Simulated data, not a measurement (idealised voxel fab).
The following is a process module called voxel capacitor over wiring.
Square cells of 5 nm make up the cross-section cut, whose width is 240 nm.
We lay out every cross-section as a grid of square cells and spell it out in bands from the top down, where one band means one or more rows of cells.
Per band: top height and bottom height in nm, followed by the left-to-right materials and their widths in nm; "edge to edge" marks a single material spanning edge to edge, "empty" marks empty space.
Counting heights begins at 0, where everything beneath is, in the wafer as received, one material. The lowest band has no bottom; it goes on downwards, as "0 down" shows.
The notation "30..40" denotes a width that varies across the rows of cells in the band, beginning at the first number in the top row, finishing at the second number in the bottom row, and changing by an identical amount from each row to the next.
"identical to before" (step): cross-section cells unchanged, all of them.
Basically, "Tabulated closed voids" tells you about the enclosed voids: empty spaces with no open way to the top, 8 cells or bigger, each written width x height at distance, where distance is from the left edge, all in nm.
Anything after a step's settings on that line? It's the simulator's own note about the step.
The setting "overlay nm" may be written on the line of a step. When the step uses a mask, the value reports how far to the right of the planned place the mask lay, and a negative value reports that it lay to the left.

Here's what the planned process steps look like:
1,RECEIVE with material Si
2,CONFORMAL_DEP with material SiO2, thk nm 15
3,DIRECTIONAL_DEP with material TiN, thk nm 5
4,DIRECTIONAL_DEP with material W, thk nm 25
5,PATTERN with tone cover, mask id METAL_1, material resist, width nm 25, pitch nm 90, thk nm 20, overlay nm 0
6,DIRECTIONAL_ETCH with etch materials W, depth nm 25
7,DIRECTIONAL_ETCH with etch materials TiN, depth nm 5
8,STRIP with etch materials resist
9,CONFORMAL_DEP with material SiN, thk nm 5
10,FILL_DEP with material lowk, thk nm 5
11,CMP with height nm 45
12,CONFORMAL_DEP with material SiCN, thk nm 5
13,DIRECTIONAL_DEP with material SiO2, thk nm 15
14,DIRECTIONAL_DEP with material aC, thk nm 15
15,PATTERN with tone open, mask id PLUG_1, material resist, width nm 15, thk nm 30, overlay nm 0
16,DIRECTIONAL_ETCH with etch materials aC, depth nm 15
17,STRIP with etch materials resist
18,DIRECTIONAL_ETCH with etch materials SiO2, depth nm 15
19,DIRECTIONAL_ETCH with etch materials SiCN, depth nm 5
20,STRIP with etch materials aC
21,CONFORMAL_DEP with material TiN, thk nm 5
22,FILL_DEP with material Ru, thk nm 10
23,CMP with height nm 65
24,DIRECTIONAL_DEP with material TiN, thk nm 5
25,DIRECTIONAL_DEP with material Al2O3, thk nm 5
26,DIRECTIONAL_DEP with material TiN, thk nm 5
27,DIRECTIONAL_DEP with material aC, thk nm 10
28,PATTERN with tone cover, mask id UPPER_PLATE, material resist, width nm 70, thk nm 25, overlay nm 0
29,DIRECTIONAL_ETCH with etch materials aC, depth nm 10
30,STRIP with etch materials resist
31,DIRECTIONAL_ETCH with etch materials TiN, depth nm 5
32,DIRECTIONAL_ETCH with etch materials Al2O3, depth nm 5
33,STRIP with etch materials aC
34,PATTERN with tone cover, mask id LOWER_PLATE, material resist, width nm 80, thk nm 15, overlay nm 0
35,DIRECTIONAL_ETCH with etch materials TiN, depth nm 5
36,STRIP with etch materials resist
37,FILL_DEP with material SiO2, thk nm 15
38,CMP with height nm 90
39,PATTERN with tone open, mask id PLUG_2, material resist, width nm 15, thk nm 15, overlay nm 0
40,DIRECTIONAL_ETCH with etch materials SiO2, depth nm 10
41,STRIP with etch materials resist
42,CONFORMAL_DEP with material TiN, thk nm 5
43,FILL_DEP with material Ru, thk nm 5
44,CMP with height nm 90
45,CONFORMAL_DEP with material SiN, thk nm 5

Here's what the wafer looked like in cross-section when it arrived - that's after step 1:
* 0 down | Si edge to edge
* Tabulated closed voids: none

Cross-section taken at module completion on the first of two wafers; processed per the plan:
* 95 to 90 | SiN edge to edge
* 90 to 85 | SiO2 80 nm, then TiN 5 nm, then Ru 5 nm, then TiN 5 nm, then SiO2 145 nm
* 85 to 75 | SiO2 80..70 nm, then TiN 15..70 nm, then SiO2 145..100 nm
* 75 to 70 | SiO2 70 nm, then Al2O3 70 nm, then SiO2 100 nm
* 70 to 65 | SiO2 65 nm, then TiN 80 nm, then SiO2 95 nm
* 65 to 50 | SiO2 70 nm, then TiN 5 nm, then Ru 5 nm, then TiN 5 nm, then SiO2 155 nm
* 50 to 45 | SiCN 70 nm, then TiN 15 nm, then SiCN 155 nm
* 45 to 20 | lowk 55 nm, then SiN 5 nm, then W 25 nm, then SiN 5 nm, then lowk 55 nm, then SiN 5 nm, then W 25 nm, then SiN 5 nm, then lowk 60 nm
* 20 to 15 | SiN 60 nm, then TiN 25 nm, then SiN 65 nm, then TiN 25 nm, then SiN 65 nm
* 15 to 0 | SiO2 edge to edge
* 0 down | Si edge to edge
* Tabulated closed voids: none

What the second wafer looks like in cross-section once the module is done. Its start and its plan matched the first wafer's exactly; what differed was one mistake in how it was run:
* 95 to 90 | SiN edge to edge
* 90 to 85 | SiO2 70 nm, then TiN 70 nm, then SiO2 100 nm
* 85 to 80 | SiO2 70 nm, then Al2O3 70 nm, then SiO2 100 nm
* 80 to 75 | SiO2 65 nm, then TiN 80 nm, then SiO2 95 nm
* 75 to 70 | Ru edge to edge
* 70 to 65 | TiN 75 nm, then Ru 5 nm, then TiN 160 nm
* 65 to 50 | SiO2 70 nm, then TiN 5 nm, then Ru 5 nm, then TiN 5 nm, then SiO2 155 nm
* 50 to 45 | SiCN 70 nm, then TiN 15 nm, then SiCN 155 nm
* 45 to 20 | lowk 55 nm, then SiN 5 nm, then W 25 nm, then SiN 5 nm, then lowk 55 nm, then SiN 5 nm, then W 25 nm, then SiN 5 nm, then lowk 60 nm
* 20 to 15 | SiN 60 nm, then TiN 25 nm, then SiN 65 nm, then TiN 25 nm, then SiN 65 nm
* 15 to 0 | SiO2 edge to edge
* 0 down | Si edge to edge
* Tabulated closed voids: none
What was done differently from what was planned? step 23, actual vs plan mismatch, actual run CMP with height nm 75
Materials where the second wafer ends with more or fewer cells than the first: 48 more of Ru | 90 fewer of SiO2 | 42 more of TiN
